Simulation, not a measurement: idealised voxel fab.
process module | voxel ribs on slabs
cross-section cut | 185 nm wide | cells 5 nm
A cross-section is a grid of square cells, given in bands from the top down. A band is one or more rows of cells.
Each band's line starts with the height of the band's top and of its bottom, in nm. Then come its materials from left to right, each with its width in nm. One material with "throughout" fills the band from edge to edge. "air" is empty space.
Height 0 is the level under which the wafer as received is all one material. The lowest band goes on downwards, as in "0 down".
A width such as "30 to 40" changes by the same amount from each row of cells to the next, from the band's top row to its bottom row.
"no change" after a step means that no cell of the cross-section changed.
closed voids: empty space of 8 cells or more with no open way to the top, each as width x height at its distance from the left edge, in nm
after a step's settings: what the simulator itself notes on the step
overlay nm, on a step with a mask: how far to the right of its planned place the mask lay; to the left if negative
plan
1 op RECEIVE | material Si
2 op DIRECTIONAL_DEP | material SiO2 | thk nm 30
3 op DIRECTIONAL_DEP | material polySi | thk nm 20
4 op MASKED_ETCH | tone cover | mask id RIB | width nm 20 | etch materials polySi | depth nm 5 | overlay nm 0
5 op DIRECTIONAL_DEP | material aC | thk nm 15
6 op PATTERN | tone cover | mask id SLAB | material resist | width nm 50 | thk nm 30 | overlay nm 0
7 op DIRECTIONAL_ETCH | etch materials aC | depth nm 15
8 op STRIP | etch materials resist
9 op DIRECTIONAL_ETCH | etch materials polySi | depth nm 15
10 op STRIP | etch materials aC
11 op FILL_DEP | material SiO2 | thk nm 20
12 op CMP | height nm 60
13 op DIRECTIONAL_DEP | material W | thk nm 5
14 op MASKED_ETCH | tone cover | mask id HEATER | width nm 30 | etch materials W | depth nm 5 | overlay nm 0
15 op CONFORMAL_DEP | material SiO2 | thk nm 5
first wafer, as planned
as received, after step 1
  0 down: Si throughout
  closed voids: none
after step 2
  30 to 0: SiO2 throughout
  below 0: unchanged
after step 3
  50 to 30: polySi throughout
  below 30: unchanged
after step 4
  50 to 45: air 80 | polySi 20 | air 85
  below 45: unchanged
after step 5
  65 to 60: air 80 | aC 20 | air 85
  60 to 50: aC throughout
  50 to 45: aC 80 | polySi 20 | aC 85
  below 45: unchanged
after step 6
  95 to 65: air 65 | resist 50 | air 70
  65 to 60: air 65 | resist 15 | aC 20 | resist 15 | air 70
  below 60: unchanged
after step 7
  80 to 65: air 65 | resist 50 | air 70
  65 to 60: air 65 | resist 15 | aC 20 | resist 15 | air 70
  60 to 50: air 65 | aC 50 | air 70
  50 to 45: air 65 | aC 15 | polySi 20 | aC 15 | air 70
  below 45: unchanged
after step 8
  65 to 60: air 80 | aC 20 | air 85
  below 60: unchanged
after step 9
  65 to 60: air 80 | aC 20 | air 85
  60 to 50: air 65 | aC 50 | air 70
  50 to 45: air 65 | aC 15 | polySi 20 | aC 15 | air 70
  45 to 30: air 65 | polySi 50 | air 70
  below 30: unchanged
after step 10
  50 to 45: air 80 | polySi 20 | air 85
  below 45: unchanged
after step 11
  70 to 50: SiO2 throughout
  50 to 45: SiO2 80 | polySi 20 | SiO2 85
  45 to 30: SiO2 65 | polySi 50 | SiO2 70
  below 30: unchanged
after step 12
  60 to 50: SiO2 throughout
  below 50: unchanged
after step 13
  65 to 60: W throughout
  below 60: unchanged
after step 14
  65 to 60: air 75 | W 30 | air 80
  below 60: unchanged
after step 15
  70 to 65: air 70 | SiO2 40 | air 75
  65 to 60: SiO2 75 | W 30 | SiO2 80
  below 60: unchanged
second wafer: like start, like plan, one mistake. Through step 3 it matches the first wafer
when step 4 should have ended
  50 to 45: air 80 | polySi 25 | air 80
  below 45: unchanged
when step 5 should have ended
  65 to 60: air 80 | aC 25 | air 80
  60 to 50: aC throughout
  50 to 45: aC 80 | polySi 25 | aC 80
  below 45: unchanged
when step 6 should have ended
  95 to 65: air 65 | resist 50 | air 70
  65 to 60: air 65 | resist 15 | aC 25 | resist 10 | air 70
  below 60: unchanged
when step 7 should have ended
  80 to 65: air 65 | resist 50 | air 70
  65 to 60: air 65 | resist 15 | aC 25 | resist 10 | air 70
  60 to 50: air 65 | aC 50 | air 70
  50 to 45: air 65 | aC 15 | polySi 25 | aC 10 | air 70
  below 45: unchanged
when step 8 should have ended
  65 to 60: air 80 | aC 25 | air 80
  below 60: unchanged
when step 9 should have ended
  65 to 60: air 80 | aC 25 | air 80
  60 to 50: air 65 | aC 50 | air 70
  50 to 45: air 65 | aC 15 | polySi 25 | aC 10 | air 70
  45 to 30: air 65 | polySi 50 | air 70
  below 30: unchanged
when step 10 should have ended
  50 to 45: air 80 | polySi 25 | air 80
  below 45: unchanged
when step 11 should have ended
  70 to 50: SiO2 throughout
  50 to 45: SiO2 80 | polySi 25 | SiO2 80
  45 to 30: SiO2 65 | polySi 50 | SiO2 70
  below 30: unchanged
when step 12 should have ended
  60 to 50: SiO2 throughout
  below 50: unchanged
when step 13 should have ended
  65 to 60: W throughout
  below 60: unchanged
when step 14 should have ended
  65 to 60: air 75 | W 30 | air 80
  below 60: unchanged
when step 15 should have ended
  70 to 65: air 70 | SiO2 40 | air 75
  65 to 60: SiO2 75 | W 30 | SiO2 80
  below 60: unchanged
what went wrong: step 4 ran as: op MASKED_ETCH | tone cover | mask id RIB | width nm 25 | etch materials polySi | depth nm 5 | overlay nm 0
at the end the second wafer has, in cells: 1 fewer of SiO2 | 1 more of polySi
